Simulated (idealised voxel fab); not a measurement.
process module | voxel air gaps
cross-section cut | 265 nm wide | cells 5 nm
A cross-section is a grid of square cells, given in bands from the top down. A band is one or more rows of cells.
Each band's line starts with the height of the band's top and of its bottom, in nm. Then come its materials from left to right, each with its width in nm. One material with "throughout" fills the band from edge to edge. "air" is empty space.
Height 0 is the level under which the wafer as received is all one material. The lowest band goes on downwards, as in "0 down".
A width such as "30 to 40" changes by the same amount from each row of cells to the next, from the band's top row to its bottom row.
"no change" after a step means that no cell of the cross-section changed.
closed voids: empty space of 8 cells or more with no open way to the top, each as width x height at its distance from the left edge, in nm
after a step's settings: what the simulator itself notes on the step
overlay nm, on a step with a mask: how far to the right of its planned place the mask lay; to the left if negative
plan
1 op RECEIVE | material Si
2 op CONFORMAL_DEP | material SiO2 | thk nm 15
3 op CONFORMAL_DEP | material SiCN | thk nm 5
4 op DIRECTIONAL_DEP | material lowk | thk nm 35
5 op MASKED_ETCH | tone open | mask id LINES | width nm 20 | pitch nm 50 | etch materials lowk | depth nm 35 | overlay nm 0
6 op CONFORMAL_DEP | material TiN | thk nm 5
7 op FILL_DEP | material Ru | thk nm 5
8 op CMP | height nm 55
9 op EPI | material Ru | thk nm 10
10 op SELECTIVE_ETCH | etch materials lowk | depth nm 45
11 op CONFORMAL_DEP | material SiCN | thk nm 5
as received, after step 1
  0 down: Si throughout
  closed voids: none
a wafer at the end: this start, this plan, one mistake
  70 to 65: air 60 | SiCN 45 | air 5 | SiCN 45 | air 5 | SiCN 45 | air 60
  65 to 55: air 60 | SiCN 5 | Ru 35 | SiCN 5 | air 5 | SiCN 5 | Ru 35 | SiCN 5 | air 5 | SiCN 5 | Ru 35 | SiCN 5 | air 60
  55 to 50: air 60 | SiCN 15 | TiN 5 | Ru 5 | TiN 5 | SiCN 15 | air 5 | SiCN 15 | TiN 5 | Ru 5 | TiN 5 | SiCN 15 | air 5 | SiCN 15 | TiN 5 | Ru 5 | TiN 5 | SiCN 15 | air 60
  50 to 25: air 70 | SiCN 5 | TiN 5 | Ru 5 | TiN 5 | SiCN 5 | air 25 | SiCN 5 | TiN 5 | Ru 5 | TiN 5 | SiCN 5 | air 25 | SiCN 5 | TiN 5 | Ru 5 | TiN 5 | SiCN 5 | air 70
  25 to 20: SiCN 75 | TiN 15 | SiCN 35 | TiN 15 | SiCN 35 | TiN 15 | SiCN 75
  20 to 15: SiCN throughout
  15 to 0: SiO2 throughout
  0 down: Si throughout
  closed voids: none
what went wrong: step 5 ran as: op MASKED_ETCH | tone open | mask id LINES | width nm 15 | pitch nm 50 | etch materials lowk | depth nm 35 | overlay nm 0
